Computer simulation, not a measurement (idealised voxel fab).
Process module in this document: voxel spacer lines
Cross-section cut: width 225 nm, square cells of 5 nm.
Cross-section spec: square-cell grid; bands listed top down; each band is one or more rows. Band: top height; bottom height; in nm. Then, left to right: material with width in nm, for each material. "full width": a single material spanning edge to edge. "empty": empty space. It should be noted that heights are counted from 0, beneath which the wafer as supplied is of one material throughout, and that the lowest band possesses no lower boundary but continues downward, as written in "0 -> down". When a width is written as two numbers, as in "30 to 40", the first number is the width in the top row of cells of the band and the second is the width in its bottom row, and the width changes by the same amount from each row to the next. "nothing was modified" for a step: no cell of the cross-section changed in that step. "Closed void list": empty spaces of 8 cells or more with no open way to the top, each given as width x height at distance, distance from the left edge, all in nm. Read whatever lies past the settings on a step's line as the simulator's own remark about the step. For masked steps, "overlay nm" on the step line gives how far right of plan the mask actually lay; a minus sign means it lay to the left.

# Steps in the process plan
step 1: RECEIVE [material Si]
step 2: CONFORMAL_DEP [material SiO2] [thk nm 10]
step 3: DIRECTIONAL_DEP [material W] [thk nm 15]
step 4: DIRECTIONAL_DEP [material aC] [thk nm 25]
step 5: PATTERN [tone cover] [mask id MANDREL] [material resist] [width nm 25] [pitch nm 70] [thk nm 35] [overlay nm 0]
step 6: DIRECTIONAL_ETCH [etch materials aC] [depth nm 25]
step 7: STRIP [etch materials resist]
step 8: CONFORMAL_DEP [material SiN] [thk nm 10]
step 9: DIRECTIONAL_ETCH [etch materials SiN] [depth nm 10]
step 10: STRIP [etch materials aC]
step 11: DIRECTIONAL_ETCH [etch materials W] [depth nm 15]
step 12: STRIP [etch materials SiN]

# Wafer at receipt (post step 1), cross-section
  0 -> down  Si full width
  Closed void list: none

# Final wafer profile in cross-section after the module, from the same start and plan as above, with one mistake made during processing
  25 -> 10  empty=25, W=10, empty=20, W=10, empty=30, W=10, empty=20, W=10, empty=30, W=10, empty=20, W=10, empty=20
  10 -> 0  SiO2 full width
  0 -> down  Si full width
  Closed void list: none
Deviation noted in wafer processing: not per plan at step 5, really ran PATTERN [tone cover] [mask id MANDREL] [material resist] [width nm 20] [pitch nm 70] [thk nm 35] [overlay nm 0]
